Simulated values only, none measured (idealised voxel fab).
process module | voxel self aligned vias
cross-section cut | 180 nm wide | cells 5 nm
A cross-section is a grid of square cells, given in bands from the top down. A band is one or more rows of cells.
Each band's line starts with the height of the band's top and of its bottom, in nm. Then come its materials from left to right, each with its width in nm. One material with "throughout" fills the band from edge to edge. "air" is empty space.
Height 0 is the level under which the wafer as received is all one material. The lowest band goes on downwards, as in "0 down".
A width such as "30 to 40" changes by the same amount from each row of cells to the next, from the band's top row to its bottom row.
"no change" after a step means that no cell of the cross-section changed.
closed voids: empty space of 8 cells or more with no open way to the top, each as width x height at its distance from the left edge, in nm
after a step's settings: what the simulator itself notes on the step
overlay nm, on a step with a mask: how far to the right of its planned place the mask lay; to the left if negative
plan
1 op RECEIVE | material Si
2 op CONFORMAL_DEP | material SiO2 | thk nm 15
3 op CONFORMAL_DEP | material SiCN | thk nm 5
4 op DIRECTIONAL_DEP | material SiO2 | thk nm 25
5 op PATTERN | tone open | mask id LINES | material resist | width nm 20 | pitch nm 70 | thk nm 20 | overlay nm 0
6 op DIRECTIONAL_ETCH | etch materials SiO2 | depth nm 15
7 op STRIP | etch materials resist
8 op CONFORMAL_DEP | material TiN | thk nm 5
9 op FILL_DEP | material Ru | thk nm 5
10 op CMP | height nm 45
11 op SELECTIVE_ETCH | etch materials W Ru TiN | depth nm 5
12 op FILL_DEP | material SiN | thk nm 5
13 op CMP | height nm 45
14 op DIRECTIONAL_DEP | material SiO2 | thk nm 15
15 op PATTERN | tone open | mask id VIAS | material resist | width nm 40 | pitch nm 70 | thk nm 20 | overlay nm 0
16 op DIRECTIONAL_ETCH | etch materials SiO2 | depth nm 15
17 op DIRECTIONAL_ETCH | etch materials SiN | depth nm 5
18 op STRIP | etch materials resist
19 op CONFORMAL_DEP | material TiN | thk nm 5
20 op FILL_DEP | material Cu | thk nm 10
21 op CMP | height nm 60
22 op CONFORMAL_DEP | material SiN | thk nm 5
varied across the wafers: depth nm of step 6. The plan shows the first wafer's value. All wafers start alike
first wafer as received, after step 1
  0 down: Si throughout
  closed voids: none
first wafer at the end, after step 22
  65 to 60: SiN throughout
  60 to 50: SiO2 35 | TiN 5 | Cu 30 | TiN 5 | SiO2 30 | TiN 5 | Cu 30 | TiN 5 | SiO2 35
  50 to 45: SiO2 35 | TiN 15 | Cu 10 | TiN 15 | SiO2 30 | TiN 15 | Cu 10 | TiN 15 | SiO2 35
  45 to 40: SiO2 45 | TiN 20 | SiO2 50 | TiN 20 | SiO2 45
  40 to 35: SiO2 45 | TiN 5 | Ru 10 | TiN 5 | SiO2 50 | TiN 5 | Ru 10 | TiN 5 | SiO2 45
  35 to 30: SiO2 45 | TiN 20 | SiO2 50 | TiN 20 | SiO2 45
  30 to 20: SiO2 throughout
  20 to 15: SiCN throughout
  15 to 0: SiO2 throughout
  0 down: Si throughout
  closed voids: none
last wafer at the end
  65 to 60: SiN throughout
  60 to 50: SiO2 35 | TiN 5 | Cu 30 | TiN 5 | SiO2 30 | TiN 5 | Cu 30 | TiN 5 | SiO2 35
  50 to 45: SiO2 35 | TiN 15 | Cu 10 | TiN 15 | SiO2 30 | TiN 15 | Cu 10 | TiN 15 | SiO2 35
  45 to 40: SiO2 45 | TiN 20 | SiO2 50 | TiN 20 | SiO2 45
  40 to 25: SiO2 45 | TiN 5 | Ru 10 | TiN 5 | SiO2 50 | TiN 5 | Ru 10 | TiN 5 | SiO2 45
  25 to 20: SiO2 45 | TiN 20 | SiO2 50 | TiN 20 | SiO2 45
  20 to 15: SiCN throughout
  15 to 0: SiO2 throughout
  0 down: Si throughout
  closed voids: none
each wafer at the end: cells of each material gained (+) or lost (-) since it was received, then its closed voids
depth nm 15 | +28 Cu | +4 Ru | +36 SiCN | +36 SiN | +324 SiO2 | +40 TiN | closed voids: none
depth nm 20 | +28 Cu | +8 Ru | +36 SiCN | +36 SiN | +316 SiO2 | +44 TiN | closed voids: none
depth nm 25 | +28 Cu | +12 Ru | +36 SiCN | +36 SiN | +308 SiO2 | +48 TiN | closed voids: none
depth nm 30 | +28 Cu | +12 Ru | +36 SiCN | +36 SiN | +308 SiO2 | +48 TiN | closed voids: none
depth nm 35 | +28 Cu | +12 Ru | +36 SiCN | +36 SiN | +308 SiO2 | +48 TiN | closed voids: none
depth nm 40 | +28 Cu | +12 Ru | +36 SiCN | +36 SiN | +308 SiO2 | +48 TiN | closed voids: none
